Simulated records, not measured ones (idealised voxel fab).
Documented hereafter: the process module known as voxel capacitor over wiring.
Xsec cut, 195 nm wide, square cell size 5 nm.
Notation: cross-section as square-cell grid; stated in bands, top first, going down; one or more cell rows per band. Look at the band entry: it leads with the top's height and the bottom's height in nm. Then it lists the materials left to right, with a width in nm for each. The word "everywhere" on a single material says that material fills the band edge to edge. The word "empty" is empty space. It should be noted that heights are counted from 0, beneath which the wafer as supplied is of one material throughout, and that the lowest band possesses no lower boundary but continues downward, as written in "0 and below". Top row gets the first number, bottom row gets the second, and each row in between changes by the same step: that is how a band width like "30->40" works. What does "remained the same" mean for a step? It means no cell of the cross-section changed in that step. Heads up: "Closed-off voids" only lists the empty pockets with no open path to the top that are 8 cells or more, and it writes them as width x height at distance, distance from the left edge, in nm. That trailing text on a step's line, after the settings, is the simulator's own remark on the step. overlay nm, on a step with a mask: how far to the right of its planned place the mask lay; to the left if negative.

Steps planned for the process
1,RECEIVE: material Si
2,CONFORMAL_DEP: material SiO2, thk nm 15
3,DIRECTIONAL_DEP: material TiN, thk nm 5
4,DIRECTIONAL_DEP: material W, thk nm 15
5,DIRECTIONAL_DEP: material aC, thk nm 15
6,PATTERN: tone cover, mask id METAL_1, material resist, width nm 20, pitch nm 75, thk nm 35, overlay nm 0
7,DIRECTIONAL_ETCH: etch materials aC, depth nm 15
8,STRIP: etch materials resist
9,DIRECTIONAL_ETCH: etch materials W, depth nm 15
10,DIRECTIONAL_ETCH: etch materials TiN, depth nm 5
11,STRIP: etch materials aC
12,CONFORMAL_DEP: material SiCN, thk nm 5
13,FILL_DEP: material lowk, thk nm 5
14,CMP: height nm 35
15,CONFORMAL_DEP: material SiCN, thk nm 5
16,DIRECTIONAL_DEP: material lowk, thk nm 10
17,DIRECTIONAL_DEP: material aC, thk nm 15
18,PATTERN: tone open, mask id PLUG_1, material resist, width nm 15, thk nm 35, overlay nm -15
19,DIRECTIONAL_ETCH: etch materials aC, depth nm 15
20,STRIP: etch materials resist
21,DIRECTIONAL_ETCH: etch materials lowk, depth nm 10
22,DIRECTIONAL_ETCH: etch materials SiCN, depth nm 5
23,STRIP: etch materials aC
24,EPI: material Ru, thk nm 10
25,EPI: material Ru, thk nm 5
26,DIRECTIONAL_DEP: material TiN, thk nm 5
27,DIRECTIONAL_DEP: material Al2O3, thk nm 5
28,DIRECTIONAL_DEP: material TiN, thk nm 10
29,MASKED_ETCH: tone cover, mask id UPPER_PLATE, width nm 60, etch materials TiN, depth nm 10, overlay nm 0
30,MASKED_ETCH: tone cover, mask id UPPER_PLATE, width nm 60, etch materials Al2O3, depth nm 5, overlay nm 0
31,DIRECTIONAL_DEP: material aC, thk nm 15
32,PATTERN: tone cover, mask id LOWER_PLATE, material resist, width nm 70, thk nm 30, overlay nm 0
33,DIRECTIONAL_ETCH: etch materials aC, depth nm 15
34,STRIP: etch materials resist
35,DIRECTIONAL_ETCH: etch materials TiN, depth nm 5
36,STRIP: etch materials aC
37,FILL_DEP: material SiO2, thk nm 20
38,CMP: height nm 85
39,MASKED_ETCH: tone open, mask id PLUG_2, width nm 15, etch materials SiO2, depth nm 15, overlay nm 0
40,CONFORMAL_DEP: material TiN, thk nm 5
41,FILL_DEP: material Cu, thk nm 5
42,CMP: height nm 85
43,CONFORMAL_DEP: material SiCN, thk nm 5
The overlay nm used in step 18 is not the same on every wafer, whereas the starting condition is; the value printed in the plan is the first wafer's.

As-received state after step 1, first of several wafers, cross-section
  0 and below | Si everywhere
  Closed-off voids: none

The first of several wafers, seen in cross-section after the module's last step, step 43
  90 down to 85 | SiCN everywhere
  85 down to 75 | SiO2 65 | TiN 5 | Cu 5 | TiN 5 | SiO2 115
  75 down to 70 | SiO2 65 | TiN 15 | SiO2 115
  70 down to 60 | SiO2 55 | TiN 60 | SiO2 80
  60 down to 55 | SiO2 55 | Al2O3 60 | SiO2 80
  55 down to 50 | SiO2 50 | TiN 70 | SiO2 75
  50 down to 40 | lowk 40 | Ru 15 | lowk 140
  40 down to 35 | SiCN 40 | Ru 15 | SiCN 140
  35 down to 20 | lowk 45 | SiCN 5 | W 20 | SiCN 5 | lowk 45 | SiCN 5 | W 20 | SiCN 5 | lowk 45
  20 down to 15 | SiCN 50 | TiN 20 | SiCN 55 | TiN 20 | SiCN 50
  15 down to 0 | SiO2 everywhere
  0 and below | Si everywhere
  Closed-off voids: none

Cross-sectional view of the final wafer of several at the module's end
  90 down to 85 | SiCN everywhere
  85 down to 75 | SiO2 65 | TiN 5 | Cu 5 | TiN 5 | SiO2 115
  75 down to 70 | SiO2 65 | TiN 15 | SiO2 115
  70 down to 60 | SiO2 55 | TiN 15 | SiO2 15 | TiN 30 | SiO2 80
  60 down to 55 | SiO2 55 | Al2O3 15 | SiO2 15 | Al2O3 30 | SiO2 80
  55 down to 50 | SiO2 50 | TiN 70 | SiO2 75
  50 down to 45 | lowk 70 | TiN 15 | lowk 110
  45 down to 40 | lowk 70 | Al2O3 15 | lowk 110
  40 down to 35 | SiCN 70 | TiN 15 | SiCN 110
  35 down to 20 | lowk 45 | SiCN 5 | W 20 | SiCN 5 | lowk 45 | SiCN 5 | W 20 | SiCN 5 | lowk 45
  20 down to 15 | SiCN 50 | TiN 20 | SiCN 55 | TiN 20 | SiCN 50
  15 down to 0 | SiO2 everywhere
  0 and below | Si everywhere
  Closed-off voids: none

Wafer rows; end of module; cells per material since receipt: (+) gained, (-) lost; then closed voids
overlay nm -15, +12 Al2O3, +2 Cu, +9 Ru, +118 SiCN, +331 SiO2, +53 TiN, +24 W, +153 lowk, Closed-off voids: none
overlay nm -10, +12 Al2O3, +2 Cu, +9 Ru, +118 SiCN, +331 SiO2, +53 TiN, +24 W, +153 lowk, Closed-off voids: none
overlay nm -5, +12 Al2O3, +2 Cu, +9 Ru, +118 SiCN, +331 SiO2, +53 TiN, +24 W, +153 lowk, Closed-off voids: none
overlay nm 0, +12 Al2O3, +2 Cu, +9 Ru, +118 SiCN, +331 SiO2, +53 TiN, +24 W, +153 lowk, Closed-off voids: none
overlay nm 5, +12 Al2O3, +2 Cu, +9 Ru, +118 SiCN, +331 SiO2, +53 TiN, +24 W, +153 lowk, Closed-off voids: none
overlay nm 10, +12 Al2O3, +2 Cu, +9 Ru, +118 SiCN, +331 SiO2, +53 TiN, +24 W, +153 lowk, Closed-off voids: none
overlay nm 15, +12 Al2O3, +2 Cu, +118 SiCN, +340 SiO2, +53 TiN, +24 W, +153 lowk, Closed-off voids: none
